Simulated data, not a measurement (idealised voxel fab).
The process module presented herein is designated voxel self aligned vias.
The width of the displayed cross-section, cut, is 245 nm; its cells are square, with a size of 5 nm.
Cross-section format: a grid of square cells, given as bands from top to bottom; each band is one or more rows of cells. Read a band's entry like this: the first values are the height of its top and the height of its bottom in nm, and what follows is the sequence of materials from left to right, each with its width in nm. Note that "air" is empty space, and that a single material marked "edge to edge" reaches across the band from edge to edge. Heights are measured from 0, the level below which the as-received wafer is all one material; the lowest band has no bottom and continues downward, written as in "0 down". Read "30..40" as a graded width: first number on top, second number at the bottom, same change between each pair of neighbouring rows. The cross-section has no changed cell in any step marked "same as before". Any empty space of 8 cells or more lacking an open way to the top shows up in "Enclosed cavity list" as width x height at distance, distance from the left edge, in nm. after a step's settings: what the simulator itself notes on the step. For masked steps, "overlay nm" on the step line gives how far right of plan the mask actually lay; a minus sign means it lay to the left.

So here's the lineup of process steps we planned:
1 RECEIVE (material Si)
2 CONFORMAL_DEP (material SiO2; thk nm 10)
3 CONFORMAL_DEP (material SiCN; thk nm 5)
4 DIRECTIONAL_DEP (material lowk; thk nm 25)
5 DIRECTIONAL_DEP (material aC; thk nm 15)
6 PATTERN (tone open; mask id LINES; material resist; width nm 25; pitch nm 60; thk nm 35; overlay nm 0)
7 DIRECTIONAL_ETCH (etch materials aC; depth nm 15)
8 STRIP (etch materials resist)
9 DIRECTIONAL_ETCH (etch materials lowk; depth nm 25)
10 STRIP (etch materials aC)
11 CONFORMAL_DEP (material TiN; thk nm 5)
12 FILL_DEP (material W; thk nm 5)
13 CMP (height nm 40)
14 SELECTIVE_ETCH (etch materials W Ru TiN; depth nm 5)
15 FILL_DEP (material SiN; thk nm 10)
16 CMP (height nm 40)
17 DIRECTIONAL_DEP (material lowk; thk nm 20)
18 DIRECTIONAL_DEP (material aC; thk nm 10)
19 PATTERN (tone open; mask id VIAS; material resist; width nm 35; pitch nm 60; thk nm 25; overlay nm 0)
20 DIRECTIONAL_ETCH (etch materials aC; depth nm 10)
21 STRIP (etch materials resist)
22 DIRECTIONAL_ETCH (etch materials lowk; depth nm 20)
23 DIRECTIONAL_ETCH (etch materials SiN; depth nm 5)
24 STRIP (etch materials aC)
25 CONFORMAL_DEP (material TiN; thk nm 5)
26 FILL_DEP (material Ru; thk nm 10)
27 CMP (height nm 60)
28 CONFORMAL_DEP (material SiN; thk nm 5)

Cross-section of the wafer as it came to us, i.e., already through step 1:
> 0 down  Si edge to edge
> Enclosed cavity list: none

What the wafer looks like in cross-section after this module, when it starts as shown above and follows the plan above but one mistake is made in running it:
> 65 to 60  SiN edge to edge
> 60 to 45  75 lowk; 5 TiN; 25 Ru; 5 TiN; 25 lowk; 5 TiN; 25 Ru; 5 TiN; 75 lowk
> 45 to 40  75 lowk; 10 TiN; 15 Ru; 10 TiN; 25 lowk; 10 TiN; 15 Ru; 10 TiN; 75 lowk
> 40 to 35  80 lowk; 25 TiN; 35 lowk; 25 TiN; 80 lowk
> 35 to 20  80 lowk; 5 TiN; 15 W; 5 TiN; 35 lowk; 5 TiN; 15 W; 5 TiN; 80 lowk
> 20 to 15  80 lowk; 25 TiN; 35 lowk; 25 TiN; 80 lowk
> 15 to 5  SiO2 edge to edge
> 5 to 0  SiCN edge to edge
> 0 down  Si edge to edge
> Enclosed cavity list: none
Which mistake was made when the wafer was run? steps 2 and 3 run out of order (swapped)
